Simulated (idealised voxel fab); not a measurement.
The process module presented herein is designated voxel transistor to metal.
Square cell edge 5 nm, section width 265 nm, ID cut.
Square cells in a grid make up a cross-section in this document, and the grid is given as bands, listed from the top down, each one or more rows of cells.
It is stipulated that each band's entry specify, in nanometres, the height of the top of the band and then that of its bottom, followed by the materials of the band in left-to-right sequence, each together with its width in nanometres. A single material marked by the word "all across" is understood to fill the band from edge to edge; the word "blank" is understood to denote empty space.
Height reference: 0 = level under which incoming wafer is all one material. Lowest band: no bottom, runs on downward, e.g. "z 0 and below".
Read "30 to 40" as a graded width: first number on top, second number at the bottom, same change between each pair of neighbouring rows.
Any step labelled "remained unchanged" changed none of the cells in the cross-section.
Empty spaces without an open route to the top, at least 8 cells in extent, make up the entry "Internal closed voids"; each is given as width x height at distance, where the distance is measured from the left edge, and all are in nm.
What comes after the settings on a step's line is commentary from the simulator itself on that step.
Each step line may optionally specify "overlay nm", which for a step with a mask gives the rightward distance between the mask's planned place and where it lay, a negative value indicating the leftward direction.
-- Intended process steps
1: RECEIVE,material Si
2: CONFORMAL_DEP,material SiO2,thk nm 5
3: CONFORMAL_DEP,material SiN,thk nm 15
4: MASKED_ETCH,tone cover,mask id ACTIVE,width nm 100,pitch nm 125,etch materials SiN,depth nm 15,overlay nm 0
5: MASKED_ETCH,tone cover,mask id ACTIVE,width nm 100,pitch nm 125,etch materials SiO2,depth nm 5,overlay nm 0
6: MASKED_ETCH,tone cover,mask id ACTIVE,width nm 100,pitch nm 125,etch materials Si,depth nm 35,overlay nm 0
7: OXIDIZE,depth nm 5
8: FILL_DEP,material SiO2,thk nm 5
9: CMP,height nm 20
10: SELECTIVE_ETCH,etch materials SiO2,depth nm 15
11: STRIP,etch materials SiN
12: SELECTIVE_ETCH,etch materials SiO2,depth nm 5
13: OXIDIZE,depth nm 5
14: DIRECTIONAL_DEP,material polySi,thk nm 20
15: DIRECTIONAL_DEP,material SiCN,thk nm 15
16: MASKED_ETCH,tone cover,mask id GATE,width nm 20,pitch nm 125,etch materials SiCN,depth nm 25,overlay nm 0
17: MASKED_ETCH,tone cover,mask id GATE,width nm 20,pitch nm 125,etch materials polySi,depth nm 30,overlay nm 0
18: CONFORMAL_DEP,material SiN,thk nm 10
19: DIRECTIONAL_ETCH,etch materials SiN,depth nm 10
20: DIRECTIONAL_ETCH,etch materials SiO2,depth nm 5
21: EPI,material pSi,thk nm 5
22: FILL_DEP,material SiO2,thk nm 5
23: CMP,height nm 35
24: DIRECTIONAL_DEP,material SiO2,thk nm 15
25: DIRECTIONAL_DEP,material aC,thk nm 10
26: PATTERN,tone open,mask id CONTACT,material resist,width nm 30,thk nm 25,overlay nm 0
27: DIRECTIONAL_ETCH,etch materials aC,depth nm 10
28: STRIP,etch materials resist
29: DIRECTIONAL_ETCH,etch materials SiO2,depth nm 50
30: STRIP,etch materials aC
31: CONFORMAL_DEP,material TiN,thk nm 5
32: FILL_DEP,material Ru,thk nm 10
33: CMP,height nm 50
34: DIRECTIONAL_DEP,material TiN,thk nm 5
35: DIRECTIONAL_DEP,material Ru,thk nm 20
36: PATTERN,tone cover,mask id METAL_1,material resist,width nm 15,thk nm 15,overlay nm 0
37: DIRECTIONAL_ETCH,etch materials Ru,depth nm 20
38: DIRECTIONAL_ETCH,etch materials TiN,depth nm 5
39: STRIP,etch materials resist
40: FILL_DEP,material SiO2,thk nm 5
41: CMP,height nm 75
42: CONFORMAL_DEP,material SiCN,thk nm 5
43: DIRECTIONAL_DEP,material SiO2,thk nm 35
44: DIRECTIONAL_DEP,material aC,thk nm 15
45: PATTERN,tone open,mask id METAL_2,material resist,width nm 15,pitch nm 125,thk nm 30,overlay nm 0
46: DIRECTIONAL_ETCH,etch materials aC,depth nm 15
47: STRIP,etch materials resist
48: DIRECTIONAL_ETCH,etch materials SiO2,depth nm 20
49: STRIP,etch materials aC
50: DIRECTIONAL_DEP,material aC,thk nm 10
51: PATTERN,tone open,mask id METAL_2_HOLES,material resist,width nm 15,pitch nm 125,thk nm 25,overlay nm 0
52: DIRECTIONAL_ETCH,etch materials aC,depth nm 10
53: STRIP,etch materials resist
54: DIRECTIONAL_ETCH,etch materials SiO2,depth nm 15
55: DIRECTIONAL_ETCH,etch materials SiCN,depth nm 5
56: STRIP,etch materials aC
57: CONFORMAL_DEP,material TiN,thk nm 5
58: FILL_DEP,material Cu,thk nm 10
59: CMP,height nm 115
60: CONFORMAL_DEP,material SiCN,thk nm 5
-- First out of two wafers; run went to plan
-- Delivered wafer in cross-section: state after step 1
	z 0 and below | Si all across
	Internal closed voids: none
-- Cross-section of the wafer after step 2
	z 5 to 0 | SiO2 all across
	below 0: unchanged
-- Cross-section of the wafer after step 3
	z 20 to 5 | SiN all across
	below 5: unchanged
-- Cross-section of the wafer after step 4
	z 20 to 5 | 20 blank  100 SiN  25 blank  100 SiN  20 blank
	below 5: unchanged
-- Cross-section of the wafer after step 5
	z 20 to 5 | 20 blank  100 SiN  25 blank  100 SiN  20 blank
	z 5 to 0 | 20 blank  100 SiO2  25 blank  100 SiO2  20 blank
	below 0: unchanged
-- Cross-section of the wafer after step 6
	z 20 to 5 | 20 blank  100 SiN  25 blank  100 SiN  20 blank
	z 5 to 0 | 20 blank  100 SiO2  25 blank  100 SiO2  20 blank
	z 0 to -35 | 20 blank  100 Si  25 blank  100 Si  20 blank
	below -35: unchanged
-- Cross-section of the wafer after step 7
	z 20 to 5 | 20 blank  100 SiN  25 blank  100 SiN  20 blank
	z 5 to 0 | 20 blank  100 SiO2  25 blank  100 SiO2  20 blank
	z 0 to -35 | 20 blank  5 SiO2  90 Si  5 SiO2  25 blank  5 SiO2  90 Si  5 SiO2  20 blank
	z -35 to -40 | 25 SiO2  90 Si  35 SiO2  90 Si  25 SiO2
	below -40: unchanged
-- Cross-section of the wafer after step 8
	z 25 to 20 | SiO2 all across
	z 20 to 5 | 20 SiO2  100 SiN  25 SiO2  100 SiN  20 SiO2
	z 5 to 0 | SiO2 all across
	z 0 to -40 | 25 SiO2  90 Si  35 SiO2  90 Si  25 SiO2
	below -40: unchanged
-- Cross-section of the wafer after step 9
	z 20 to 5 | 20 SiO2  100 SiN  25 SiO2  100 SiN  20 SiO2
	below 5: unchanged
-- Cross-section of the wafer after step 10
	z 20 to 5 | 20 blank  100 SiN  25 blank  100 SiN  20 blank
	below 5: unchanged
-- Cross-section of the wafer after step 11
	z 5 to 0 | SiO2 all across
	below 0: unchanged
-- Cross-section of the wafer after step 12
	z 0 to -40 | 25 SiO2  90 Si  35 SiO2  90 Si  25 SiO2
	below -40: unchanged
-- Cross-section of the wafer after step 13
	z 0 to -5 | SiO2 all across
	below -5: unchanged
-- Cross-section of the wafer after step 14
	z 20 to 0 | polySi all across
	below 0: unchanged
-- Cross-section of the wafer after step 15
	z 35 to 20 | SiCN all across
	below 20: unchanged
-- Cross-section of the wafer after step 16
	z 35 to 20 | 60 blank  20 SiCN  105 blank  20 SiCN  60 blank
	below 20: unchanged
-- Cross-section of the wafer after step 17
	z 35 to 20 | 60 blank  20 SiCN  105 blank  20 SiCN  60 blank
	z 20 to 0 | 60 blank  20 polySi  105 blank  20 polySi  60 blank
	below 0: unchanged
-- Cross-section of the wafer after step 18
	z 45 to 35 | 50 blank  40 SiN  85 blank  40 SiN  50 blank
	z 35 to 20 | 50 blank  10 SiN  20 SiCN  10 SiN  85 blank  10 SiN  20 SiCN  10 SiN  50 blank
	z 20 to 10 | 50 blank  10 SiN  20 polySi  10 SiN  85 blank  10 SiN  20 polySi  10 SiN  50 blank
	z 10 to 0 | 60 SiN  20 polySi  105 SiN  20 polySi  60 SiN
	below 0: unchanged
-- Cross-section of the wafer after step 19
	z 35 to 20 | 50 blank  10 SiN  20 SiCN  10 SiN  85 blank  10 SiN  20 SiCN  10 SiN  50 blank
	z 20 to 0 | 50 blank  10 SiN  20 polySi  10 SiN  85 blank  10 SiN  20 polySi  10 SiN  50 blank
	below 0: unchanged
-- Cross-section of the wafer after step 20
	z 35 to 20 | 50 blank  10 SiN  20 SiCN  10 SiN  85 blank  10 SiN  20 SiCN  10 SiN  50 blank
	z 20 to 0 | 50 blank  10 SiN  20 polySi  10 SiN  85 blank  10 SiN  20 polySi  10 SiN  50 blank
	z 0 to -5 | 50 blank  40 SiO2  85 blank  40 SiO2  50 blank
	below -5: unchanged
-- Cross-section of the wafer after step 21
	z 35 to 20 | 50 blank  10 SiN  20 SiCN  10 SiN  85 blank  10 SiN  20 SiCN  10 SiN  50 blank
	z 20 to 0 | 50 blank  10 SiN  20 polySi  10 SiN  85 blank  10 SiN  20 polySi  10 SiN  50 blank
	z 0 to -5 | 20 blank  30 pSi  40 SiO2  30 pSi  25 blank  30 pSi  40 SiO2  30 pSi  20 blank
	below -5: unchanged
-- Cross-section of the wafer after step 22
	z 40 to 35 | SiO2 all across
	z 35 to 20 | 50 SiO2  10 SiN  20 SiCN  10 SiN  85 SiO2  10 SiN  20 SiCN  10 SiN  50 SiO2
	z 20 to 0 | 50 SiO2  10 SiN  20 polySi  10 SiN  85 SiO2  10 SiN  20 polySi  10 SiN  50 SiO2
	z 0 to -5 | 20 SiO2  30 pSi  40 SiO2  30 pSi  25 SiO2  30 pSi  40 SiO2  30 pSi  20 SiO2
	below -5: unchanged
-- Cross-section of the wafer after step 23
	z 35 to 20 | 50 SiO2  10 SiN  20 SiCN  10 SiN  85 SiO2  10 SiN  20 SiCN  10 SiN  50 SiO2
	below 20: unchanged
-- Cross-section of the wafer after step 24
	z 50 to 35 | SiO2 all across
	below 35: unchanged
-- Cross-section of the wafer after step 25
	z 60 to 50 | aC all across
	below 50: unchanged
-- Cross-section of the wafer after step 26
	z 85 to 60 | 25 resist  30 blank  30 resist  30 blank  35 resist  30 blank  30 resist  30 blank  25 resist
	below 60: unchanged
-- Cross-section of the wafer after step 27
	z 75 to 60 | 25 resist  30 blank  30 resist  30 blank  35 resist  30 blank  30 resist  30 blank  25 resist
	z 60 to 50 | 25 aC  30 blank  30 aC  30 blank  35 aC  30 blank  30 aC  30 blank  25 aC
	below 50: unchanged
-- Cross-section of the wafer after step 28
	z 60 to 50 | 25 aC  30 blank  30 aC  30 blank  35 aC  30 blank  30 aC  30 blank  25 aC
	below 50: unchanged
-- Cross-section of the wafer after step 29
	z 60 to 50 | 25 aC  30 blank  30 aC  30 blank  35 aC  30 blank  30 aC  30 blank  25 aC
	z 50 to 35 | 25 SiO2  30 blank  30 SiO2  30 blank  35 SiO2  30 blank  30 SiO2  30 blank  25 SiO2
	z 35 to 20 | 25 SiO2  25 blank  10 SiN  20 SiCN  10 SiN  25 blank  35 SiO2  25 blank  10 SiN  20 SiCN  10 SiN  25 blank  25 SiO2
	z 20 to 0 | 25 SiO2  25 blank  10 SiN  20 polySi  10 SiN  25 blank  35 SiO2  25 blank  10 SiN  20 polySi  10 SiN  25 blank  25 SiO2
	below 0: unchanged
-- Cross-section of the wafer after step 30
	z 50 to 35 | 25 SiO2  30 blank  30 SiO2  30 blank  35 SiO2  30 blank  30 SiO2  30 blank  25 SiO2
	below 35: unchanged
-- Cross-section of the wafer after step 31
	z 55 to 50 | 30 TiN  20 blank  40 TiN  20 blank  45 TiN  20 blank  40 TiN  20 blank  30 TiN
	z 50 to 40 | 25 SiO2  5 TiN  20 blank  5 TiN  30 SiO2  5 TiN  20 blank  5 TiN  35 SiO2  5 TiN  20 blank  5 TiN  30 SiO2  5 TiN  20 blank  5 TiN  25 SiO2
	z 40 to 35 | 25 SiO2  5 TiN  15 blank  10 TiN  30 SiO2  10 TiN  15 blank  5 TiN  35 SiO2  5 TiN  15 blank  10 TiN  30 SiO2  10 TiN  15 blank  5 TiN  25 SiO2
	z 35 to 20 | 25 SiO2  5 TiN  15 blank  5 TiN  10 SiN  20 SiCN  10 SiN  5 TiN  15 blank  5 TiN  35 SiO2  5 TiN  15 blank  5 TiN  10 SiN  20 SiCN  10 SiN  5 TiN  15 blank  5 TiN  25 SiO2
	z 20 to 5 | 25 SiO2  5 TiN  15 blank  5 TiN  10 SiN  20 polySi  10 SiN  5 TiN  15 blank  5 TiN  35 SiO2  5 TiN  15 blank  5 TiN  10 SiN  20 polySi  10 SiN  5 TiN  15 blank  5 TiN  25 SiO2
	z 5 to 0 | 25 SiO2  25 TiN  10 SiN  20 polySi  10 SiN  25 TiN  35 SiO2  25 TiN  10 SiN  20 polySi  10 SiN  25 TiN  25 SiO2
	below 0: unchanged
-- Cross-section of the wafer after step 32
	z 65 to 55 | Ru all across
	z 55 to 50 | 30 TiN  20 Ru  40 TiN  20 Ru  45 TiN  20 Ru  40 TiN  20 Ru  30 TiN
	z 50 to 40 | 25 SiO2  5 TiN  20 Ru  5 TiN  30 SiO2  5 TiN  20 Ru  5 TiN  35 SiO2  5 TiN  20 Ru  5 TiN  30 SiO2  5 TiN  20 Ru  5 TiN  25 SiO2
	z 40 to 35 | 25 SiO2  5 TiN  15 Ru  10 TiN  30 SiO2  10 TiN  15 Ru  5 TiN  35 SiO2  5 TiN  15 Ru  10 TiN  30 SiO2  10 TiN  15 Ru  5 TiN  25 SiO2
	z 35 to 20 | 25 SiO2  5 TiN  15 Ru  5 TiN  10 SiN  20 SiCN  10 SiN  5 TiN  15 Ru  5 TiN  35 SiO2  5 TiN  15 Ru  5 TiN  10 SiN  20 SiCN  10 SiN  5 TiN  15 Ru  5 TiN  25 SiO2
	z 20 to 5 | 25 SiO2  5 TiN  15 Ru  5 TiN  10 SiN  20 polySi  10 SiN  5 TiN  15 Ru  5 TiN  35 SiO2  5 TiN  15 Ru  5 TiN  10 SiN  20 polySi  10 SiN  5 TiN  15 Ru  5 TiN  25 SiO2
	below 5: unchanged
-- Cross-section of the wafer after step 33
	z 50 to 40 | 25 SiO2  5 TiN  20 Ru  5 TiN  30 SiO2  5 TiN  20 Ru  5 TiN  35 SiO2  5 TiN  20 Ru  5 TiN  30 SiO2  5 TiN  20 Ru  5 TiN  25 SiO2
	below 40: unchanged
-- Cross-section of the wafer after step 34
	z 55 to 50 | TiN all across
	below 50: unchanged
-- Cross-section of the wafer after step 35
	z 75 to 55 | Ru all across
	below 55: unchanged
-- Cross-section of the wafer after step 36
	z 90 to 75 | 25 blank  15 resist  60 blank  15 resist  35 blank  15 resist  60 blank  15 resist  25 blank
	below 75: unchanged
-- Cross-section of the wafer after step 37
	z 90 to 75 | 25 blank  15 resist  60 blank  15 resist  35 blank  15 resist  60 blank  15 resist  25 blank
	z 75 to 55 | 25 blank  15 Ru  60 blank  15 Ru  35 blank  15 Ru  60 blank  15 Ru  25 blank
	below 55: unchanged
-- Cross-section of the wafer after step 38
	z 90 to 75 | 25 blank  15 resist  60 blank  15 resist  35 blank  15 resist  60 blank  15 resist  25 blank
	z 75 to 55 | 25 blank  15 Ru  60 blank  15 Ru  35 blank  15 Ru  60 blank  15 Ru  25 blank
	z 55 to 50 | 25 blank  15 TiN  60 blank  15 TiN  35 blank  15 TiN  60 blank  15 TiN  25 blank
	below 50: unchanged
-- Cross-section of the wafer after step 39
	z 75 to 55 | 25 blank  15 Ru  60 blank  15 Ru  35 blank  15 Ru  60 blank  15 Ru  25 blank
	below 55: unchanged
-- Cross-section of the wafer after step 40
	z 80 to 75 | SiO2 all across
	z 75 to 55 | 25 SiO2  15 Ru  60 SiO2  15 Ru  35 SiO2  15 Ru  60 SiO2  15 Ru  25 SiO2
	z 55 to 50 | 25 SiO2  15 TiN  60 SiO2  15 TiN  35 SiO2  15 TiN  60 SiO2  15 TiN  25 SiO2
	below 50: unchanged
-- Cross-section of the wafer after step 41
	z 75 to 55 | 25 SiO2  15 Ru  60 SiO2  15 Ru  35 SiO2  15 Ru  60 SiO2  15 Ru  25 SiO2
	below 55: unchanged
-- Cross-section of the wafer after step 42
	z 80 to 75 | SiCN all across
	below 75: unchanged
-- Cross-section of the wafer after step 43
	z 115 to 80 | SiO2 all across
	below 80: unchanged
-- Cross-section of the wafer after step 44
	z 130 to 115 | aC all across
	below 115: unchanged
-- Cross-section of the wafer after step 45
	z 160 to 130 | 25 resist  15 blank  110 resist  15 blank  100 resist
	below 130: unchanged
-- Cross-section of the wafer after step 46
	z 145 to 130 | 25 resist  15 blank  110 resist  15 blank  100 resist
	z 130 to 115 | 25 aC  15 blank  110 aC  15 blank  100 aC
	below 115: unchanged
-- Cross-section of the wafer after step 47
	z 130 to 115 | 25 aC  15 blank  110 aC  15 blank  100 aC
	below 115: unchanged
-- Cross-section of the wafer after step 48
	z 130 to 115 | 25 aC  15 blank  110 aC  15 blank  100 aC
	z 115 to 95 | 25 SiO2  15 blank  110 SiO2  15 blank  100 SiO2
	below 95: unchanged
-- Cross-section of the wafer after step 49
	z 115 to 95 | 25 SiO2  15 blank  110 SiO2  15 blank  100 SiO2
	below 95: unchanged
-- Cross-section of the wafer after step 50
	z 125 to 115 | 25 aC  15 blank  110 aC  15 blank  100 aC
	z 115 to 105 | 25 SiO2  15 blank  110 SiO2  15 blank  100 SiO2
	z 105 to 95 | 25 SiO2  15 aC  110 SiO2  15 aC  100 SiO2
	below 95: unchanged
-- Cross-section of the wafer after step 51
	z 150 to 125 | 25 resist  15 blank  110 resist  15 blank  100 resist
	below 125: unchanged
-- Cross-section of the wafer after step 52
	z 140 to 125 | 25 resist  15 blank  110 resist  15 blank  100 resist
	z 125 to 115 | 25 aC  15 blank  110 aC  15 blank  100 aC
	z 115 to 95 | 25 SiO2  15 blank  110 SiO2  15 blank  100 SiO2
	below 95: unchanged
-- Cross-section of the wafer after step 53
	z 125 to 115 | 25 aC  15 blank  110 aC  15 blank  100 aC
	below 115: unchanged
-- Cross-section of the wafer after step 54
	z 125 to 115 | 25 aC  15 blank  110 aC  15 blank  100 aC
	z 115 to 80 | 25 SiO2  15 blank  110 SiO2  15 blank  100 SiO2
	below 80: unchanged
-- Cross-section of the wafer after step 55
	z 125 to 115 | 25 aC  15 blank  110 aC  15 blank  100 aC
	z 115 to 80 | 25 SiO2  15 blank  110 SiO2  15 blank  100 SiO2
	z 80 to 75 | 25 SiCN  15 blank  110 SiCN  15 blank  100 SiCN
	below 75: unchanged
-- Cross-section of the wafer after step 56
	z 115 to 80 | 25 SiO2  15 blank  110 SiO2  15 blank  100 SiO2
	below 80: unchanged
-- Cross-section of the wafer after step 57
	z 120 to 115 | 30 TiN  5 blank  120 TiN  5 blank  105 TiN
	z 115 to 80 | 25 SiO2  5 TiN  5 blank  5 TiN  110 SiO2  5 TiN  5 blank  5 TiN  100 SiO2
	z 80 to 75 | 25 SiCN  15 TiN  110 SiCN  15 TiN  100 SiCN
	below 75: unchanged
-- Cross-section of the wafer after step 58
	z 130 to 120 | Cu all across
	z 120 to 115 | 30 TiN  5 Cu  120 TiN  5 Cu  105 TiN
	z 115 to 80 | 25 SiO2  5 TiN  5 Cu  5 TiN  110 SiO2  5 TiN  5 Cu  5 TiN  100 SiO2
	below 80: unchanged
-- Cross-section of the wafer after step 59
	z 115 to 80 | 25 SiO2  5 TiN  5 Cu  5 TiN  110 SiO2  5 TiN  5 Cu  5 TiN  100 SiO2
	below 80: unchanged
-- Cross-section of the wafer after step 60
	z 120 to 115 | SiCN all across
	below 115: unchanged
-- Okay, second wafer. Nothing different at the start, nothing different in the plan, just one mistake somewhere in the running. As far as step 15, counting that step, it's the first wafer all over again
-- Cross-sectional representation of the second wafer at the time designated in the plan for the completion of step 16
	z 35 to 20 | 60 SiCN  20 blank  105 SiCN  20 blank  60 SiCN
	below 20: unchanged
Cross-sectional representation of the second wafer at the time designated in the plan for the completion of step 17: remained unchanged
-- Cross-sectional representation of the second wafer at the time designated in the plan for the completion of step 18
	z 45 to 35 | SiN all across
	z 35 to 20 | 60 SiCN  20 SiN  105 SiCN  20 SiN  60 SiCN
	below 20: unchanged
-- Cross-sectional representation of the second wafer at the time designated in the plan for the completion of step 19
	z 35 to 20 | 60 SiCN  20 SiN  105 SiCN  20 SiN  60 SiCN
	below 20: unchanged
Cross-sectional representation of the second wafer at the time designated in the plan for the completion of step 20: remained unchanged
Cross-sectional representation of the second wafer at the time designated in the plan for the completion of step 21: remained unchanged
-- Cross-sectional representation of the second wafer at the time designated in the plan for the completion of step 22
	z 40 to 35 | SiO2 all across
	below 35: unchanged
-- Cross-sectional representation of the second wafer at the time designated in the plan for the completion of step 23
	z 35 to 20 | 60 SiCN  20 SiN  105 SiCN  20 SiN  60 SiCN
	below 20: unchanged
-- Cross-sectional representation of the second wafer at the time designated in the plan for the completion of step 24
	z 50 to 35 | SiO2 all across
	below 35: unchanged
-- Cross-sectional representation of the second wafer at the time designated in the plan for the completion of step 25
	z 60 to 50 | aC all across
	below 50: unchanged
-- Cross-sectional representation of the second wafer at the time designated in the plan for the completion of step 26
	z 85 to 60 | 25 resist  30 blank  30 resist  30 blank  35 resist  30 blank  30 resist  30 blank  25 resist
	below 60: unchanged
-- Cross-sectional representation of the second wafer at the time designated in the plan for the completion of step 27
	z 75 to 60 | 25 resist  30 blank  30 resist  30 blank  35 resist  30 blank  30 resist  30 blank  25 resist
	z 60 to 50 | 25 aC  30 blank  30 aC  30 blank  35 aC  30 blank  30 aC  30 blank  25 aC
	below 50: unchanged
-- Cross-sectional representation of the second wafer at the time designated in the plan for the completion of step 28
	z 60 to 50 | 25 aC  30 blank  30 aC  30 blank  35 aC  30 blank  30 aC  30 blank  25 aC
	below 50: unchanged
-- Cross-sectional representation of the second wafer at the time designated in the plan for the completion of step 29
	z 60 to 50 | 25 aC  30 blank  30 aC  30 blank  35 aC  30 blank  30 aC  30 blank  25 aC
	z 50 to 35 | 25 SiO2  30 blank  30 SiO2  30 blank  35 SiO2  30 blank  30 SiO2  30 blank  25 SiO2
	below 35: unchanged
-- Cross-sectional representation of the second wafer at the time designated in the plan for the completion of step 30
	z 50 to 35 | 25 SiO2  30 blank  30 SiO2  30 blank  35 SiO2  30 blank  30 SiO2  30 blank  25 SiO2
	below 35: unchanged
-- Cross-sectional representation of the second wafer at the time designated in the plan for the completion of step 31
	z 55 to 50 | 30 TiN  20 blank  40 TiN  20 blank  45 TiN  20 blank  40 TiN  20 blank  30 TiN
	z 50 to 40 | 25 SiO2  5 TiN  20 blank  5 TiN  30 SiO2  5 TiN  20 blank  5 TiN  35 SiO2  5 TiN  20 blank  5 TiN  30 SiO2  5 TiN  20 blank  5 TiN  25 SiO2
	z 40 to 35 | 25 SiO2  30 TiN  30 SiO2  30 TiN  35 SiO2  30 TiN  30 SiO2  30 TiN  25 SiO2
	below 35: unchanged
-- Cross-sectional representation of the second wafer at the time designated in the plan for the completion of step 32
	z 65 to 55 | Ru all across
	z 55 to 50 | 30 TiN  20 Ru  40 TiN  20 Ru  45 TiN  20 Ru  40 TiN  20 Ru  30 TiN
	z 50 to 40 | 25 SiO2  5 TiN  20 Ru  5 TiN  30 SiO2  5 TiN  20 Ru  5 TiN  35 SiO2  5 TiN  20 Ru  5 TiN  30 SiO2  5 TiN  20 Ru  5 TiN  25 SiO2
	below 40: unchanged
-- Cross-sectional representation of the second wafer at the time designated in the plan for the completion of step 33
	z 50 to 40 | 25 SiO2  5 TiN  20 Ru  5 TiN  30 SiO2  5 TiN  20 Ru  5 TiN  35 SiO2  5 TiN  20 Ru  5 TiN  30 SiO2  5 TiN  20 Ru  5 TiN  25 SiO2
	below 40: unchanged
-- Cross-sectional representation of the second wafer at the time designated in the plan for the completion of step 34
	z 55 to 50 | TiN all across
	below 50: unchanged
-- Cross-sectional representation of the second wafer at the time designated in the plan for the completion of step 35
	z 75 to 55 | Ru all across
	below 55: unchanged
-- Cross-sectional representation of the second wafer at the time designated in the plan for the completion of step 36
	z 90 to 75 | 25 blank  15 resist  60 blank  15 resist  35 blank  15 resist  60 blank  15 resist  25 blank
	below 75: unchanged
-- Cross-sectional representation of the second wafer at the time designated in the plan for the completion of step 37
	z 90 to 75 | 25 blank  15 resist  60 blank  15 resist  35 blank  15 resist  60 blank  15 resist  25 blank
	z 75 to 55 | 25 blank  15 Ru  60 blank  15 Ru  35 blank  15 Ru  60 blank  15 Ru  25 blank
	below 55: unchanged
-- Cross-sectional representation of the second wafer at the time designated in the plan for the completion of step 38
	z 90 to 75 | 25 blank  15 resist  60 blank  15 resist  35 blank  15 resist  60 blank  15 resist  25 blank
	z 75 to 55 | 25 blank  15 Ru  60 blank  15 Ru  35 blank  15 Ru  60 blank  15 Ru  25 blank
	z 55 to 50 | 25 blank  15 TiN  60 blank  15 TiN  35 blank  15 TiN  60 blank  15 TiN  25 blank
	below 50: unchanged
-- Cross-sectional representation of the second wafer at the time designated in the plan for the completion of step 39
	z 75 to 55 | 25 blank  15 Ru  60 blank  15 Ru  35 blank  15 Ru  60 blank  15 Ru  25 blank
	below 55: unchanged
-- Cross-sectional representation of the second wafer at the time designated in the plan for the completion of step 40
	z 80 to 75 | SiO2 all across
	z 75 to 55 | 25 SiO2  15 Ru  60 SiO2  15 Ru  35 SiO2  15 Ru  60 SiO2  15 Ru  25 SiO2
	z 55 to 50 | 25 SiO2  15 TiN  60 SiO2  15 TiN  35 SiO2  15 TiN  60 SiO2  15 TiN  25 SiO2
	below 50: unchanged
-- Cross-sectional representation of the second wafer at the time designated in the plan for the completion of step 41
	z 75 to 55 | 25 SiO2  15 Ru  60 SiO2  15 Ru  35 SiO2  15 Ru  60 SiO2  15 Ru  25 SiO2
	below 55: unchanged
-- Cross-sectional representation of the second wafer at the time designated in the plan for the completion of step 42
	z 80 to 75 | SiCN all across
	below 75: unchanged
-- Cross-sectional representation of the second wafer at the time designated in the plan for the completion of step 43
	z 115 to 80 | SiO2 all across
	below 80: unchanged
-- Cross-sectional representation of the second wafer at the time designated in the plan for the completion of step 44
	z 130 to 115 | aC all across
	below 115: unchanged
-- Cross-sectional representation of the second wafer at the time designated in the plan for the completion of step 45
	z 160 to 130 | 25 resist  15 blank  110 resist  15 blank  100 resist
	below 130: unchanged
-- Cross-sectional representation of the second wafer at the time designated in the plan for the completion of step 46
	z 145 to 130 | 25 resist  15 blank  110 resist  15 blank  100 resist
	z 130 to 115 | 25 aC  15 blank  110 aC  15 blank  100 aC
	below 115: unchanged
-- Cross-sectional representation of the second wafer at the time designated in the plan for the completion of step 47
	z 130 to 115 | 25 aC  15 blank  110 aC  15 blank  100 aC
	below 115: unchanged
-- Cross-sectional representation of the second wafer at the time designated in the plan for the completion of step 48
	z 130 to 115 | 25 aC  15 blank  110 aC  15 blank  100 aC
	z 115 to 95 | 25 SiO2  15 blank  110 SiO2  15 blank  100 SiO2
	below 95: unchanged
-- Cross-sectional representation of the second wafer at the time designated in the plan for the completion of step 49
	z 115 to 95 | 25 SiO2  15 blank  110 SiO2  15 blank  100 SiO2
	below 95: unchanged
-- Cross-sectional representation of the second wafer at the time designated in the plan for the completion of step 50
	z 125 to 115 | 25 aC  15 blank  110 aC  15 blank  100 aC
	z 115 to 105 | 25 SiO2  15 blank  110 SiO2  15 blank  100 SiO2
	z 105 to 95 | 25 SiO2  15 aC  110 SiO2  15 aC  100 SiO2
	below 95: unchanged
-- Cross-sectional representation of the second wafer at the time designated in the plan for the completion of step 51
	z 150 to 125 | 25 resist  15 blank  110 resist  15 blank  100 resist
	below 125: unchanged
-- Cross-sectional representation of the second wafer at the time designated in the plan for the completion of step 52
	z 140 to 125 | 25 resist  15 blank  110 resist  15 blank  100 resist
	z 125 to 115 | 25 aC  15 blank  110 aC  15 blank  100 aC
	z 115 to 95 | 25 SiO2  15 blank  110 SiO2  15 blank  100 SiO2
	below 95: unchanged
-- Cross-sectional representation of the second wafer at the time designated in the plan for the completion of step 53
	z 125 to 115 | 25 aC  15 blank  110 aC  15 blank  100 aC
	below 115: unchanged
-- Cross-sectional representation of the second wafer at the time designated in the plan for the completion of step 54
	z 125 to 115 | 25 aC  15 blank  110 aC  15 blank  100 aC
	z 115 to 80 | 25 SiO2  15 blank  110 SiO2  15 blank  100 SiO2
	below 80: unchanged
-- Cross-sectional representation of the second wafer at the time designated in the plan for the completion of step 55
	z 125 to 115 | 25 aC  15 blank  110 aC  15 blank  100 aC
	z 115 to 80 | 25 SiO2  15 blank  110 SiO2  15 blank  100 SiO2
	z 80 to 75 | 25 SiCN  15 blank  110 SiCN  15 blank  100 SiCN
	below 75: unchanged
-- Cross-sectional representation of the second wafer at the time designated in the plan for the completion of step 56
	z 115 to 80 | 25 SiO2  15 blank  110 SiO2  15 blank  100 SiO2
	below 80: unchanged
-- Cross-sectional representation of the second wafer at the time designated in the plan for the completion of step 57
	z 120 to 115 | 30 TiN  5 blank  120 TiN  5 blank  105 TiN
	z 115 to 80 | 25 SiO2  5 TiN  5 blank  5 TiN  110 SiO2  5 TiN  5 blank  5 TiN  100 SiO2
	z 80 to 75 | 25 SiCN  15 TiN  110 SiCN  15 TiN  100 SiCN
	below 75: unchanged
-- Cross-sectional representation of the second wafer at the time designated in the plan for the completion of step 58
	z 130 to 120 | Cu all across
	z 120 to 115 | 30 TiN  5 Cu  120 TiN  5 Cu  105 TiN
	z 115 to 80 | 25 SiO2  5 TiN  5 Cu  5 TiN  110 SiO2  5 TiN  5 Cu  5 TiN  100 SiO2
	below 80: unchanged
-- Cross-sectional representation of the second wafer at the time designated in the plan for the completion of step 59
	z 115 to 80 | 25 SiO2  5 TiN  5 Cu  5 TiN  110 SiO2  5 TiN  5 Cu  5 TiN  100 SiO2
	below 80: unchanged
-- Cross-sectional representation of the second wafer at the time designated in the plan for the completion of step 60
	z 120 to 115 | SiCN all across
	below 115: unchanged
The plan and the run diverged here: note that step 16 departed from the planned setting and was carried out as MASKED_ETCH,tone open,mask id GATE,width nm 20,pitch nm 125,etch materials SiCN,depth nm 25,overlay nm 0
Upon completion, the second wafer contains, in terms of cells, a greater or smaller amount of certain materials than the first wafer: Ru: 84 fewer, SiCN: 111 more, SiN: 32 fewer, SiO2: 95 fewer, TiN: 56 fewer, pSi: 24 fewer, polySi: 180 more
